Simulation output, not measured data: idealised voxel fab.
This section sets out a process module, namely voxel ribs on slabs.
FYI the section here is cut, 165 nm wide, cells are 5 nm squares.
Reading order for cross-sections: top band down to bottom band. Underlying form: a grid of square cells. Band size: one or more rows of cells.
First you get the band's top height and its bottom height, in nm, and then the materials it's made of, left to right, with each width in nm. If you see a single material with "throughout", that one covers the band edge to edge. "blank" is empty space.
Counting heights begins at 0, where everything beneath is, in the wafer as received, one material. The lowest band has no bottom; it goes on downwards, as "0 down" shows.
Width: "30 to 40" (first number = top row, second number = bottom row, same change from row to row of cells).
"nothing got changed", as given for a step, is the statement that not any cell of the cross-section underwent a change during that step.
Reported under the label "Closed void catalog" are the empty spaces having no open way to the top and comprising 8 cells or more; the notation for each is width x height at distance, in which the distance is measured from the left edge and all three values are in nm.
Step line, after settings: the simulator's comment on this step.
"overlay nm", when on a step's line for a step with a mask, measures how far to the right of its planned place the mask lay; a negative measure means to the left.

THIS SECTION LISTS THE PROCESS STEPS THAT WERE PLANNED
1) RECEIVE (material Si)
2) DIRECTIONAL_DEP (material SiO2; thk nm 20)
3) DIRECTIONAL_DEP (material polySi; thk nm 20)
4) PATTERN (tone cover; mask id RIB; material resist; width nm 15; thk nm 15; overlay nm 0)
5) DIRECTIONAL_ETCH (etch materials polySi; depth nm 15)
6) STRIP (etch materials resist)
7) DIRECTIONAL_DEP (material aC; thk nm 15)
8) PATTERN (tone cover; mask id SLAB; material resist; width nm 55; thk nm 30; overlay nm 0)
9) DIRECTIONAL_ETCH (etch materials aC; depth nm 15)
10) STRIP (etch materials resist)
11) DIRECTIONAL_ETCH (etch materials polySi; depth nm 5)
12) STRIP (etch materials aC)
13) FILL_DEP (material SiO2; thk nm 30)
14) CMP (height nm 60)
15) DIRECTIONAL_DEP (material W; thk nm 5)
16) DIRECTIONAL_DEP (material aC; thk nm 15)
17) PATTERN (tone cover; mask id HEATER; material resist; width nm 25; thk nm 35; overlay nm 0)
18) DIRECTIONAL_ETCH (etch materials aC; depth nm 15)
19) STRIP (etch materials resist)
20) DIRECTIONAL_ETCH (etch materials W; depth nm 5)
21) STRIP (etch materials aC)
22) CONFORMAL_DEP (material SiO2; thk nm 5)

CROSS-SECTION OF THE WAFER UPON ARRIVAL, REPRESENTING THE STATE REACHED AFTER STEP 1
* 0 down  Si throughout
* Closed void catalog: none

END-OF-MODULE CROSS-SECTION OF THE FIRST OF TWO WAFERS, PROCESSED AS PLANNED
* 70 to 65  blank=65 / SiO2=35 / blank=65
* 65 to 60  SiO2=70 / W=25 / SiO2=70
* 60 to 40  SiO2 throughout
* 40 to 25  SiO2=75 / polySi=15 / SiO2=75
* 25 to 20  SiO2=55 / polySi=55 / SiO2=55
* 20 to 0  SiO2 throughout
* 0 down  Si throughout
* Closed void catalog: none

CROSS-SECTION, SECOND WAFER: SAME START AS THE FIRST, SAME PLAN AS THE FIRST, ONE MISTAKE IN RUNNING IT; TAKEN AT THE END OF THE MODULE
* 65 to 60  blank=70 / W=25 / blank=70
* 60 to 40  SiO2 throughout
* 40 to 25  SiO2=75 / polySi=15 / SiO2=75
* 25 to 20  SiO2=55 / polySi=55 / SiO2=55
* 20 to 0  SiO2 throughout
* 0 down  Si throughout
* Closed void catalog: none
Nonconformance to the process plan: step 22 was left out
In the final state, the cell counts of the second wafer exceed or fall short of those of the first for the following materials: 35 fewer of SiO2
